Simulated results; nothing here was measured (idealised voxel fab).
The process module presented herein is designated voxel plated lines.
Cross-section cut spans 300 nm and uses square cells 5 nm in size.
This document writes a cross-section as a grid whose cells are square, and gives it as bands, listed from the top down; one or more rows of cells form a band. For a band, the entry starts with two heights in nm, that of the top and then that of the bottom, and carries on with the band's materials in order from left to right, each alongside its width in nm; the word "edge to edge" beside a single material means it fills the band edge to edge, and "empty" means empty space. Where do heights start? At 0: under that level the wafer as delivered is made of one material only. And the lowest band has no floor; it just carries on downward, as in "0..down". Top row gets the first number, bottom row gets the second, and each row in between changes by the same step: that is how a band width like "30->40" works. Take "no change" at face value: in the step it is given for, the cross-section changed in none of its cells. Empty spaces counting at least 8 cells and having no open way to the top are listed in "Sealed internal cavities". The notation width x height at distance is used for each, the distance being from the left edge and all three values in nm. after a step's settings: what the simulator itself notes on the step. "overlay nm" answers the question of how far to the right of plan the mask lay on a step that has a mask, and when it is negative the answer is to the left.
Process steps foreseen in the plan
- 1: RECEIVE, material Si
- 2: CONFORMAL_DEP, material Al2O3, thk nm 15
- 3: DIRECTIONAL_DEP, material TiN, thk nm 5
- 4: PATTERN, tone open, mask id LINES, material resist, width nm 25, pitch nm 55, thk nm 35, overlay nm 0
- 5: EPI, material Ru, thk nm 5
- 6: EPI, material Ru, thk nm 5
- 7: EPI, material Ru, thk nm 5
- 8: STRIP, etch materials resist
- 9: DIRECTIONAL_ETCH, etch materials TiN, depth nm 5
- 10: CONFORMAL_DEP, material SiN, thk nm 10
As-received wafer cross-section (after step 1)
- 0..down = Si edge to edge
- Sealed internal cavities: none
Cross-section, end of module. Start: as above. Plan: as above. Execution: one mistake
- 45..35 = 120 nm SiN / 5 nm empty / 50 nm SiN / 5 nm empty / 120 nm SiN
- 35..25 = 110 nm Ru / 10 nm SiN / 5 nm empty / 10 nm SiN / 30 nm Ru / 10 nm SiN / 5 nm empty / 10 nm SiN / 110 nm Ru
- 25..20 = 110 nm Ru / 25 nm SiN / 30 nm Ru / 25 nm SiN / 110 nm Ru
- 20..15 = 110 nm TiN / 25 nm SiN / 30 nm TiN / 25 nm SiN / 110 nm TiN
- 15..0 = Al2O3 edge to edge
- 0..down = Si edge to edge
- Sealed internal cavities: none
Finding, execution versus plan: note that step 4 departed from the planned setting and was carried out as PATTERN, tone cover, mask id LINES, material resist, width nm 25, pitch nm 55, thk nm 35, overlay nm 0
